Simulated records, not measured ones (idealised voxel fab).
Proc. module: voxel trench capacitor
The figure presents cross-section cut, which has a width of 235 nm and is divided into square cells with an edge length of 5 nm.
When this document writes out a cross-section, it uses a grid of square cells and lists it as bands, beginning at the top and moving down, with a band standing for one or more rows of cells. Band entry format. Leading values: height of top, height of bottom, nm. Remainder: materials in left-to-right order, each with its width in nm. Special words: "throughout" on a single material, which then fills the band edge to edge; "air", empty space. Convention: height 0 is the level below which the wafer, as received, is all one material. The lowest band does not terminate at the bottom but continues downward, represented as "0 down". Per-row width for "30->40": begins at first number (top row of band), ends at second number (bottom row), increment between rows held constant. Where the words "nothing different" appear for a step, the cross-section shows no cell changed by that step; every cell remained as before. In "Sealed-off cavities" the enclosed voids are listed, meaning empty spaces of 8 cells or larger without any opening to the top. The form is width x height at distance, distance from the left edge, units nm. Whatever follows a step's settings on its line is a remark the simulator itself makes about that step. The "overlay nm" setting may appear on a step's line; for a step that uses a mask, it gives how far to the right of its planned position the mask lay, and a negative value indicates the left.
## List of planned process steps
| 1 | RECEIVE (material Si) |
| 2 | CONFORMAL_DEP (material SiN; thk nm 5) |
| 3 | MASKED_ETCH (tone open; mask id TRENCH; width nm 25; pitch nm 55; etch materials SiN; depth nm 5; overlay nm 0) |
| 4 | MASKED_ETCH (tone open; mask id TRENCH; width nm 25; pitch nm 55; etch materials Si; depth nm 40; overlay nm 0) |
| 5 | CONFORMAL_DEP (material Al2O3; thk nm 5) |
| 6 | FILL_DEP (material polySi; thk nm 10) |
| 7 | CMP (height nm 5) |
## The first of the two wafers, which ran as planned
## Incoming wafer in cross-section (state: after step 1)
  0 down  Si throughout
  Sealed-off cavities: none
## Cross-section of the wafer subsequent to step 2
  5 to 0  SiN throughout
  Under 0: no change, same as before.
## Cross-section of the wafer subsequent to step 3
  5 to 0  SiN (50) / air (25) / SiN (30) / air (25) / SiN (30) / air (25) / SiN (50)
  Under 0: no change, same as before.
## Cross-section of the wafer subsequent to step 4
  5 to 0  SiN (50) / air (25) / SiN (30) / air (25) / SiN (30) / air (25) / SiN (50)
  0 to -40  Si (50) / air (25) / Si (30) / air (25) / Si (30) / air (25) / Si (50)
  Under -40: no change, same as before.
## Cross-section of the wafer subsequent to step 5
  10 to 5  Al2O3 (55) / air (15) / Al2O3 (40) / air (15) / Al2O3 (40) / air (15) / Al2O3 (55)
  5 to 0  SiN (50) / Al2O3 (5) / air (15) / Al2O3 (5) / SiN (30) / Al2O3 (5) / air (15) / Al2O3 (5) / SiN (30) / Al2O3 (5) / air (15) / Al2O3 (5) / SiN (50)
  0 to -35  Si (50) / Al2O3 (5) / air (15) / Al2O3 (5) / Si (30) / Al2O3 (5) / air (15) / Al2O3 (5) / Si (30) / Al2O3 (5) / air (15) / Al2O3 (5) / Si (50)
  -35 to -40  Si (50) / Al2O3 (25) / Si (30) / Al2O3 (25) / Si (30) / Al2O3 (25) / Si (50)
  Under -40: no change, same as before.
## Cross-section of the wafer subsequent to step 6
  20 to 10  polySi throughout
  10 to 5  Al2O3 (55) / polySi (15) / Al2O3 (40) / polySi (15) / Al2O3 (40) / polySi (15) / Al2O3 (55)
  5 to 0  SiN (50) / Al2O3 (5) / polySi (15) / Al2O3 (5) / SiN (30) / Al2O3 (5) / polySi (15) / Al2O3 (5) / SiN (30) / Al2O3 (5) / polySi (15) / Al2O3 (5) / SiN (50)
  0 to -35  Si (50) / Al2O3 (5) / polySi (15) / Al2O3 (5) / Si (30) / Al2O3 (5) / polySi (15) / Al2O3 (5) / Si (30) / Al2O3 (5) / polySi (15) / Al2O3 (5) / Si (50)
  Under -35: no change, same as before.
## Cross-section of the wafer subsequent to step 7
  5 to 0  SiN (50) / Al2O3 (5) / polySi (15) / Al2O3 (5) / SiN (30) / Al2O3 (5) / polySi (15) / Al2O3 (5) / SiN (30) / Al2O3 (5) / polySi (15) / Al2O3 (5) / SiN (50)
  Under 0: no change, same as before.
## Wafer two. Same start, same plan, one slip in execution. Same as wafer one through step 2, inclusive
## Cross-section, second wafer, at the end time the plan gives for step 3
  5 to 0  SiN (50) / air (25) / SiN (30) / air (25) / SiN (30) / air (25) / SiN (50)
  Under 0: no change, same as before.
## Cross-section, second wafer, at the end time the plan gives for step 4
  5 to 0  SiN (50) / air (25) / SiN (30) / air (25) / SiN (30) / air (25) / SiN (50)
  0 to -40  Si (50) / air (25) / Si (30) / air (25) / Si (30) / air (25) / Si (50)
  Under -40: no change, same as before.
## Cross-section, second wafer, at the end time the plan gives for step 5
  10 to 5  Al2O3 (55) / air (15) / Al2O3 (40) / air (15) / Al2O3 (40) / air (15) / Al2O3 (55)
  5 to 0  SiN (50) / Al2O3 (5) / air (15) / Al2O3 (5) / SiN (30) / Al2O3 (5) / air (15) / Al2O3 (5) / SiN (30) / Al2O3 (5) / air (15) / Al2O3 (5) / SiN (50)
  0 to -35  Si (50) / Al2O3 (5) / air (15) / Al2O3 (5) / Si (30) / Al2O3 (5) / air (15) / Al2O3 (5) / Si (30) / Al2O3 (5) / air (15) / Al2O3 (5) / Si (50)
  -35 to -40  Si (50) / Al2O3 (25) / Si (30) / Al2O3 (25) / Si (30) / Al2O3 (25) / Si (50)
  Under -40: no change, same as before.
## Cross-section, second wafer, at the end time the plan gives for step 6
  20 to 10  polySi throughout
  10 to 5  Al2O3 (55) / polySi (15) / Al2O3 (40) / polySi (15) / Al2O3 (40) / polySi (15) / Al2O3 (55)
  5 to 0  SiN (50) / Al2O3 (5) / polySi (15) / Al2O3 (5) / SiN (30) / Al2O3 (5) / polySi (15) / Al2O3 (5) / SiN (30) / Al2O3 (5) / polySi (15) / Al2O3 (5) / SiN (50)
  0 to -35  Si (50) / Al2O3 (5) / polySi (15) / Al2O3 (5) / Si (30) / Al2O3 (5) / polySi (15) / Al2O3 (5) / Si (30) / Al2O3 (5) / polySi (15) / Al2O3 (5) / Si (50)
  Under -35: no change, same as before.
## Cross-section, second wafer, at the end time the plan gives for step 7
  5 to 0  SiN (50) / Al2O3 (5) / polySi (15) / Al2O3 (5) / SiN (30) / Al2O3 (5) / polySi (15) / Al2O3 (5) / SiN (30) / Al2O3 (5) / polySi (15) / Al2O3 (5) / SiN (50)
  Under 0: no change, same as before.
Processing error: yeah, plan step 3 got run twice
The two wafers finish with the same cross-section, and therefore the mistake leaves the computed outcome of this model unchanged.
